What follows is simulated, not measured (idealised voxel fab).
process module | voxel fin reveal
cross-section cut | 260 nm wide | cells 5 nm
A cross-section is a grid of square cells, given in bands from the top down. A band is one or more rows of cells.
Each band's line starts with the height of the band's top and of its bottom, in nm. Then come its materials from left to right, each with its width in nm. One material with "throughout" fills the band from edge to edge. "air" is empty space.
Height 0 is the level under which the wafer as received is all one material. The lowest band goes on downwards, as in "0 down".
A width such as "30 to 40" changes by the same amount from each row of cells to the next, from the band's top row to its bottom row.
"no change" after a step means that no cell of the cross-section changed.
closed voids: empty space of 8 cells or more with no open way to the top, each as width x height at its distance from the left edge, in nm
after a step's settings: what the simulator itself notes on the step
overlay nm, on a step with a mask: how far to the right of its planned place the mask lay; to the left if negative
plan
1 op RECEIVE | material Si
2 op CONFORMAL_DEP | material SiN | thk nm 5
3 op DIRECTIONAL_DEP | material aC | thk nm 10
4 op PATTERN | tone cover | mask id FINS | material resist | width nm 15 | pitch nm 35 | thk nm 25 | overlay nm 0
5 op DIRECTIONAL_ETCH | etch materials aC | depth nm 10
6 op STRIP | etch materials resist
7 op DIRECTIONAL_ETCH | etch materials SiN | depth nm 5
8 op DIRECTIONAL_ETCH | etch materials Si | depth nm 35
9 op STRIP | etch materials aC
10 op FILL_DEP | material SiO2 | thk nm 5
11 op CMP | height nm 5
12 op SELECTIVE_ETCH | etch materials SiO2 | depth nm 25
13 op STRIP | etch materials SiN
14 op CONFORMAL_DEP | material HfO2 | thk nm 5
as received, after step 1
  0 down: Si throughout
  closed voids: none
a wafer at the end: this start, this plan, one mistake
  5 to 0: air 65 | HfO2 30 | air 5 | HfO2 30 | air 5 | HfO2 30 | air 5 | HfO2 30 | air 60
  0 to -15: air 65 | HfO2 5 | Si 20 | HfO2 5 | air 5 | HfO2 5 | Si 20 | HfO2 5 | air 5 | HfO2 5 | Si 20 | HfO2 5 | air 5 | HfO2 5 | Si 20 | HfO2 5 | air 60
  -15 to -20: HfO2 70 | Si 20 | HfO2 15 | Si 20 | HfO2 15 | Si 20 | HfO2 15 | Si 20 | HfO2 65
  -20 to -35: SiO2 70 | Si 20 | SiO2 15 | Si 20 | SiO2 15 | Si 20 | SiO2 15 | Si 20 | SiO2 65
  -35 down: Si throughout
  closed voids: none
what went wrong: step 4 ran as: op PATTERN | tone cover | mask id FINS | material resist | width nm 20 | pitch nm 35 | thk nm 25 | overlay nm 0
